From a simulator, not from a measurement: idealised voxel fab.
Module name: voxel gate over fins (process module)
Each square cell in cross-section cut measures 5 nm, and the section as a whole is 190 nm wide.
In this document a cross-section is written as a grid of square cells. It is given as a series of bands, listed from the top down, and a band is one or more rows of cells.
For a band, the entry starts with two heights in nm, that of the top and then that of the bottom, and carries on with the band's materials in order from left to right, each alongside its width in nm; the word "everywhere" beside a single material means it fills the band edge to edge, and "empty" means empty space.
Heights are reckoned from 0. Under this level, the received wafer is all of one material. The bottommost band is open-ended downward, for example "0 and below".
So if you see something like "30..40" for the width, read it as the top row of the band sitting at the first number and the bottom row at the second, with every row in between moving by the same amount as the last.
You'll sometimes find "nothing got changed" written for a step, and that's the way of saying that nowhere in the cross-section did a cell change during that step.
Listed in "Enclosed internal cavities": every empty space of 8 or more cells without an open way to the top. Form: width x height at distance, the distance being from the left edge, all in nm.
Anything after a step's settings on that line? It's the simulator's own note about the step.
"overlay nm" denotes, for a step that has a mask, the displacement of the mask to the right of its planned place, with negative values corresponding to the left.

The planned process steps are enumerated hereunder:
- 1: RECEIVE (material Si)
- 2: CONFORMAL_DEP (material SiN; thk nm 5)
- 3: MASKED_ETCH (tone cover; mask id FINS; width nm 15; pitch nm 50; etch materials SiN; depth nm 5; overlay nm 0)
- 4: MASKED_ETCH (tone cover; mask id FINS; width nm 15; pitch nm 50; etch materials Si; depth nm 30; overlay nm 0)
- 5: FILL_DEP (material SiO2; thk nm 5)
- 6: CMP (height nm 5)
- 7: DIRECTIONAL_DEP (material aC; thk nm 15)
- 8: PATTERN (tone open; mask id RAIL; material resist; width nm 15; thk nm 30; overlay nm 0)
- 9: DIRECTIONAL_ETCH (etch materials aC; depth nm 15)
- 10: STRIP (etch materials resist)
- 11: DIRECTIONAL_ETCH (etch materials SiO2; depth nm 30)
- 12: STRIP (etch materials aC)
- 13: CONFORMAL_DEP (material TiN; thk nm 5)
- 14: FILL_DEP (material W; thk nm 5)
- 15: CMP (height nm 5)
- 16: SELECTIVE_ETCH (etch materials W Ru TiN; depth nm 25)
- 17: FILL_DEP (material SiO2; thk nm 5)
- 18: CMP (height nm 5)
- 19: SELECTIVE_ETCH (etch materials SiO2; depth nm 15)
- 20: STRIP (etch materials SiN)
- 21: CONFORMAL_DEP (material HfO2; thk nm 5)
- 22: CONFORMAL_DEP (material TiN; thk nm 5)
- 23: FILL_DEP (material W; thk nm 15)
- 24: CMP (height nm 20)
- 25: CONFORMAL_DEP (material SiCN; thk nm 5)

Cross-sectional view of the wafer in its as-received condition, corresponding to the state after step 1:
> 0 and below | Si everywhere
> Enclosed internal cavities: none

End-of-module cross-section of the first of two wafers, processed as planned:
> 25 down to 20 | SiCN everywhere
> 20 down to 10 | W everywhere
> 10 down to 5 | W: 25; TiN: 35; W: 15; TiN: 35; W: 15; TiN: 35; W: 30
> 5 down to 0 | W: 25; TiN: 5; HfO2: 25; TiN: 5; W: 15; TiN: 5; HfO2: 25; TiN: 5; W: 15; TiN: 5; HfO2: 25; TiN: 5; W: 30
> 0 down to -5 | TiN: 30; HfO2: 5; Si: 15; HfO2: 5; TiN: 25; HfO2: 5; Si: 15; HfO2: 5; TiN: 25; HfO2: 5; Si: 15; HfO2: 5; TiN: 35
> -5 down to -10 | HfO2: 35; Si: 15; HfO2: 35; Si: 15; HfO2: 35; Si: 15; HfO2: 40
> -10 down to -20 | SiO2: 35; Si: 15; SiO2: 35; Si: 15; SiO2: 35; Si: 15; SiO2: 40
> -20 down to -25 | SiO2: 35; Si: 15; SiO2: 10; TiN: 15; SiO2: 10; Si: 15; SiO2: 35; Si: 15; SiO2: 40
> -25 down to -30 | SiO2: 35; Si: 15; SiO2: 35; Si: 15; SiO2: 35; Si: 15; SiO2: 40
> -30 and below | Si everywhere
> Enclosed internal cavities: none

Cross-section at end of module for the second wafer of two, which matched the first in starting point and plan and differed by one mistake in its processing:
> 25 down to 20 | SiCN everywhere
> 20 down to 10 | W everywhere
> 10 down to 5 | W: 25; HfO2: 35; W: 15; HfO2: 35; W: 15; HfO2: 35; W: 30
> 5 down to 0 | W: 25; HfO2: 5; TiN: 25; HfO2: 5; W: 15; HfO2: 5; TiN: 25; HfO2: 5; W: 15; HfO2: 5; TiN: 25; HfO2: 5; W: 30
> 0 down to -5 | HfO2: 30; TiN: 5; Si: 15; TiN: 5; HfO2: 25; TiN: 5; Si: 15; TiN: 5; HfO2: 25; TiN: 5; Si: 15; TiN: 5; HfO2: 35
> -5 down to -10 | TiN: 35; Si: 15; TiN: 35; Si: 15; TiN: 35; Si: 15; TiN: 40
> -10 down to -20 | SiO2: 35; Si: 15; SiO2: 35; Si: 15; SiO2: 35; Si: 15; SiO2: 40
> -20 down to -25 | SiO2: 35; Si: 15; SiO2: 10; TiN: 15; SiO2: 10; Si: 15; SiO2: 35; Si: 15; SiO2: 40
> -25 down to -30 | SiO2: 35; Si: 15; SiO2: 35; Si: 15; SiO2: 35; Si: 15; SiO2: 40
> -30 and below | Si everywhere
> Enclosed internal cavities: none
What was the processing mistake? steps 21 and 22 of the plan were each performed in the slot designated for the other
At the close, every material occupies the same number of cells on the second wafer as on the first, only in different positions.
